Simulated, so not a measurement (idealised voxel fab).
process module | voxel gate over fins
cross-section cut | 220 nm wide | cells 5 nm
A cross-section is a grid of square cells, given in bands from the top down. A band is one or more rows of cells.
Each band's line starts with the height of the band's top and of its bottom, in nm. Then come its materials from left to right, each with its width in nm. One material with "throughout" fills the band from edge to edge. "air" is empty space.
Height 0 is the level under which the wafer as received is all one material. The lowest band goes on downwards, as in "0 down".
A width such as "30 to 40" changes by the same amount from each row of cells to the next, from the band's top row to its bottom row.
"no change" after a step means that no cell of the cross-section changed.
closed voids: empty space of 8 cells or more with no open way to the top, each as width x height at its distance from the left edge, in nm
after a step's settings: what the simulator itself notes on the step
overlay nm, on a step with a mask: how far to the right of its planned place the mask lay; to the left if negative
plan
1 op RECEIVE | material Si
2 op CONFORMAL_DEP | material SiN | thk nm 10
3 op MASKED_ETCH | tone cover | mask id FINS | width nm 15 | pitch nm 35 | etch materials SiN | depth nm 10 | overlay nm 0
4 op MASKED_ETCH | tone cover | mask id FINS | width nm 15 | pitch nm 35 | etch materials Si | depth nm 30 | overlay nm 0
5 op OXIDIZE | depth nm 5
6 op FILL_DEP | material SiO2 | thk nm 10
7 op CMP | height nm 10
8 op SELECTIVE_ETCH | etch materials SiO2 | depth nm 25
9 op STRIP | etch materials SiN
10 op CONFORMAL_DEP | material HfO2 | thk nm 5
11 op CONFORMAL_DEP | material TiN | thk nm 5
12 op CONFORMAL_DEP | material TiAl | thk nm 5
13 op CONFORMAL_DEP | material TiN | thk nm 5
14 op FILL_DEP | material W | thk nm 15
15 op CMP | height nm 30
16 op CONFORMAL_DEP | material SiN | thk nm 5
first wafer, as planned
as received, after step 1
  0 down: Si throughout
  closed voids: none
after step 2
  10 to 0: SiN throughout
  below 0: unchanged
after step 3
  10 to 0: air 85 | SiN 15 | air 20 | SiN 15 | air 85
  below 0: unchanged
after step 4
  10 to 0: air 85 | SiN 15 | air 20 | SiN 15 | air 85
  0 to -30: air 85 | Si 15 | air 20 | Si 15 | air 85
  below -30: unchanged
after step 5
  10 to 0: air 85 | SiN 15 | air 20 | SiN 15 | air 85
  0 to -30: air 85 | SiO2 5 | Si 5 | SiO2 5 | air 20 | SiO2 5 | Si 5 | SiO2 5 | air 85
  -30 to -35: SiO2 90 | Si 5 | SiO2 30 | Si 5 | SiO2 90
  below -35: unchanged
after step 6
  20 to 10: SiO2 throughout
  10 to 0: SiO2 85 | SiN 15 | SiO2 20 | SiN 15 | SiO2 85
  0 to -35: SiO2 90 | Si 5 | SiO2 30 | Si 5 | SiO2 90
  below -35: unchanged
after step 7
  10 to 0: SiO2 85 | SiN 15 | SiO2 20 | SiN 15 | SiO2 85
  below 0: unchanged
after step 8
  10 to 0: air 85 | SiN 15 | air 20 | SiN 15 | air 85
  0 to -15: air 90 | Si 5 | air 30 | Si 5 | air 90
  below -15: unchanged
after step 9
  0 to -15: air 90 | Si 5 | air 30 | Si 5 | air 90
  below -15: unchanged
after step 10
  5 to 0: air 85 | HfO2 15 | air 20 | HfO2 15 | air 85
  0 to -10: air 85 | HfO2 5 | Si 5 | HfO2 5 | air 20 | HfO2 5 | Si 5 | HfO2 5 | air 85
  -10 to -15: HfO2 90 | Si 5 | HfO2 30 | Si 5 | HfO2 90
  below -15: unchanged
after step 11
  10 to 5: air 80 | TiN 25 | air 10 | TiN 25 | air 80
  5 to 0: air 80 | TiN 5 | HfO2 15 | TiN 5 | air 10 | TiN 5 | HfO2 15 | TiN 5 | air 80
  0 to -5: air 80 | TiN 5 | HfO2 5 | Si 5 | HfO2 5 | TiN 5 | air 10 | TiN 5 | HfO2 5 | Si 5 | HfO2 5 | TiN 5 | air 80
  -5 to -10: TiN 85 | HfO2 5 | Si 5 | HfO2 5 | TiN 20 | HfO2 5 | Si 5 | HfO2 5 | TiN 85
  below -10: unchanged
after step 12
  15 to 10: air 75 | TiAl 70 | air 75
  10 to 5: air 75 | TiAl 5 | TiN 25 | TiAl 10 | TiN 25 | TiAl 5 | air 75
  5 to 0: air 75 | TiAl 5 | TiN 5 | HfO2 15 | TiN 5 | TiAl 10 | TiN 5 | HfO2 15 | TiN 5 | TiAl 5 | air 75
  0 to -5: TiAl 80 | TiN 5 | HfO2 5 | Si 5 | HfO2 5 | TiN 5 | TiAl 10 | TiN 5 | HfO2 5 | Si 5 | HfO2 5 | TiN 5 | TiAl 80
  below -5: unchanged
after step 13
  20 to 15: air 70 | TiN 80 | air 70
  15 to 10: air 70 | TiN 5 | TiAl 70 | TiN 5 | air 70
  10 to 5: air 70 | TiN 5 | TiAl 5 | TiN 25 | TiAl 10 | TiN 25 | TiAl 5 | TiN 5 | air 70
  5 to 0: TiN 75 | TiAl 5 | TiN 5 | HfO2 15 | TiN 5 | TiAl 10 | TiN 5 | HfO2 15 | TiN 5 | TiAl 5 | TiN 75
  below 0: unchanged
after step 14
  35 to 20: W throughout
  20 to 15: W 70 | TiN 80 | W 70
  15 to 10: W 70 | TiN 5 | TiAl 70 | TiN 5 | W 70
  10 to 5: W 70 | TiN 5 | TiAl 5 | TiN 25 | TiAl 10 | TiN 25 | TiAl 5 | TiN 5 | W 70
  below 5: unchanged
after step 15
  30 to 20: W throughout
  below 20: unchanged
after step 16
  35 to 30: SiN throughout
  below 30: unchanged
second wafer: like start, like plan, one mistake. Through step 2 it matches the first wafer
when step 3 should have ended
  10 to 0: air 90 | SiN 15 | air 20 | SiN 15 | air 80
  below 0: unchanged
when step 4 should have ended
  10 to 0: air 90 | SiN 15 | air 20 | SiN 15 | air 80
  0 to -30: air 85 | Si 20 | air 15 | Si 20 | air 80
  below -30: unchanged
when step 5 should have ended
  10 to 0: air 90 | SiN 15 | air 20 | SiN 15 | air 80
  0 to -5: air 85 | SiO2 10 | Si 5 | SiO2 5 | air 15 | SiO2 10 | Si 5 | SiO2 5 | air 80
  -5 to -30: air 85 | SiO2 5 | Si 10 | SiO2 5 | air 15 | SiO2 5 | Si 10 | SiO2 5 | air 80
  -30 to -35: SiO2 90 | Si 10 | SiO2 25 | Si 10 | SiO2 85
  below -35: unchanged
when step 6 should have ended
  20 to 10: SiO2 throughout
  10 to 0: SiO2 90 | SiN 15 | SiO2 20 | SiN 15 | SiO2 80
  0 to -5: SiO2 95 | Si 5 | SiO2 30 | Si 5 | SiO2 85
  -5 to -35: SiO2 90 | Si 10 | SiO2 25 | Si 10 | SiO2 85
  below -35: unchanged
when step 7 should have ended
  10 to 0: SiO2 90 | SiN 15 | SiO2 20 | SiN 15 | SiO2 80
  below 0: unchanged
when step 8 should have ended
  10 to 0: air 90 | SiN 15 | air 20 | SiN 15 | air 80
  0 to -5: air 95 | Si 5 | air 30 | Si 5 | air 85
  -5 to -15: air 90 | Si 10 | air 25 | Si 10 | air 85
  below -15: unchanged
when step 9 should have ended
  0 to -5: air 95 | Si 5 | air 30 | Si 5 | air 85
  below -5: unchanged
when step 10 should have ended
  5 to 0: air 90 | HfO2 15 | air 20 | HfO2 15 | air 80
  0 to -10: air 85 | HfO2 10 to 5 | Si 5 to 10 | HfO2 5 | air 15 | HfO2 10 to 5 | Si 5 to 10 | HfO2 5 | air 80
  -10 to -15: HfO2 90 | Si 10 | HfO2 25 | Si 10 | HfO2 85
  below -15: unchanged
when step 11 should have ended
  10 to 5: air 85 | TiN 25 | air 10 | TiN 25 | air 75
  5 to 0: air 80 | TiN 10 | HfO2 15 | TiN 5 | air 5 | TiN 10 | HfO2 15 | TiN 5 | air 75
  0 to -5: air 80 | TiN 5 | HfO2 10 | Si 5 | HfO2 5 | TiN 5 | air 5 | TiN 5 | HfO2 10 | Si 5 | HfO2 5 | TiN 5 | air 75
  -5 to -10: TiN 85 | HfO2 5 | Si 10 | HfO2 5 | TiN 15 | HfO2 5 | Si 10 | HfO2 5 | TiN 80
  below -10: unchanged
when step 12 should have ended
  15 to 10: air 80 | TiAl 70 | air 70
  10 to 5: air 75 | TiAl 10 | TiN 25 | TiAl 10 | TiN 25 | TiAl 5 | air 70
  5 to 0: air 75 | TiAl 5 | TiN 10 | HfO2 15 | TiN 5 | TiAl 5 | TiN 10 | HfO2 15 | TiN 5 | TiAl 5 | air 70
  0 to -5: TiAl 80 | TiN 5 | HfO2 10 | Si 5 | HfO2 5 | TiN 5 | TiAl 5 | TiN 5 | HfO2 10 | Si 5 | HfO2 5 | TiN 5 | TiAl 75
  below -5: unchanged
when step 13 should have ended
  20 to 15: air 75 | TiN 80 | air 65
  15 to 10: air 70 | TiN 10 | TiAl 70 | TiN 5 | air 65
  10 to 5: air 70 | TiN 5 | TiAl 10 | TiN 25 | TiAl 10 | TiN 25 | TiAl 5 | TiN 5 | air 65
  5 to 0: TiN 75 | TiAl 5 | TiN 10 | HfO2 15 | TiN 5 | TiAl 5 | TiN 10 | HfO2 15 | TiN 5 | TiAl 5 | TiN 70
  below 0: unchanged
when step 14 should have ended
  35 to 20: W throughout
  20 to 15: W 75 | TiN 80 | W 65
  15 to 10: W 70 | TiN 10 | TiAl 70 | TiN 5 | W 65
  10 to 5: W 70 | TiN 5 | TiAl 10 | TiN 25 | TiAl 10 | TiN 25 | TiAl 5 | TiN 5 | W 65
  below 5: unchanged
when step 15 should have ended
  30 to 20: W throughout
  below 20: unchanged
when step 16 should have ended
  35 to 30: SiN throughout
  below 30: unchanged
what went wrong: step 3 ran as: op MASKED_ETCH | tone cover | mask id FINS | width nm 15 | pitch nm 35 | etch materials SiN | depth nm 10 | overlay nm 5
at the end the second wafer has, in cells: 12 more of Si | 8 fewer of SiO2 | 2 fewer of TiAl | 2 fewer of W
